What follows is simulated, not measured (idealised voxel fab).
Process module heading - voxel ribs on slabs
Section cut is 255 nm wide and gridded with 5 nm square cells.
We lay out every cross-section as a grid of square cells and spell it out in bands from the top down, where one band means one or more rows of cells. The band entry comprises the height of the band's top followed by the height of its bottom, expressed in nm, and subsequently the band's materials from left to right, each stated together with its width in nm. Where a single material is marked with the word "edge to edge", that material fills the band from edge to edge. The word "air" represents empty space. Beneath 0, the wafer as received is one material, and that level is where height counting begins. The lowest band goes on downward without a bottom; it is written like "0..down". When a width is written as two numbers, as in "30->40", the first number is the width in the top row of cells of the band and the second is the width in its bottom row, and the width changes by the same amount from each row to the next. The cross-section has no changed cell in any step marked "everything unchanged". Reported under the label "Fully closed voids" are the empty spaces having no open way to the top and comprising 8 cells or more; the notation for each is width x height at distance, in which the distance is measured from the left edge and all three values are in nm. Step line, after settings: the simulator's comment on this step. overlay nm: right-of-plan distance of the mask on a masked step; negative values mean left-of-plan.

Process steps - plan
1: RECEIVE,material Si
2: DIRECTIONAL_DEP,material SiO2,thk nm 20
3: DIRECTIONAL_DEP,material SiN,thk nm 20
4: DIRECTIONAL_DEP,material aC,thk nm 10
5: PATTERN,tone cover,mask id RIB,material resist,width nm 15,thk nm 25,overlay nm 0
6: DIRECTIONAL_ETCH,etch materials aC,depth nm 10
7: STRIP,etch materials resist
8: DIRECTIONAL_ETCH,etch materials SiN,depth nm 10
9: STRIP,etch materials aC
10: PATTERN,tone cover,mask id SLAB,material resist,width nm 75,thk nm 20,overlay nm 0
11: DIRECTIONAL_ETCH,etch materials SiN,depth nm 10
12: STRIP,etch materials resist
13: FILL_DEP,material SiO2,thk nm 20
14: CMP,height nm 50
15: DIRECTIONAL_DEP,material W,thk nm 10
16: MASKED_ETCH,tone cover,mask id HEATER,width nm 25,etch materials W,depth nm 10,overlay nm 0
17: CONFORMAL_DEP,material SiO2,thk nm 5

Cross-section of the wafer at receipt, which is the condition after step 1
> 0..down: Si edge to edge
> Fully closed voids: none

Below is the wafer in cross-section after the module was completed. It began from the starting point shown above and followed the plan shown above, except that one mistake was made while running it
> 60..50: air: 115  W: 25  air: 115
> 50..40: SiO2 edge to edge
> 40..30: SiO2: 120  SiN: 15  SiO2: 120
> 30..20: SiO2: 90  SiN: 75  SiO2: 90
> 20..0: SiO2 edge to edge
> 0..down: Si edge to edge
> Fully closed voids: none
Diagnosis: step 17 of the plan was bypassed and not carried out
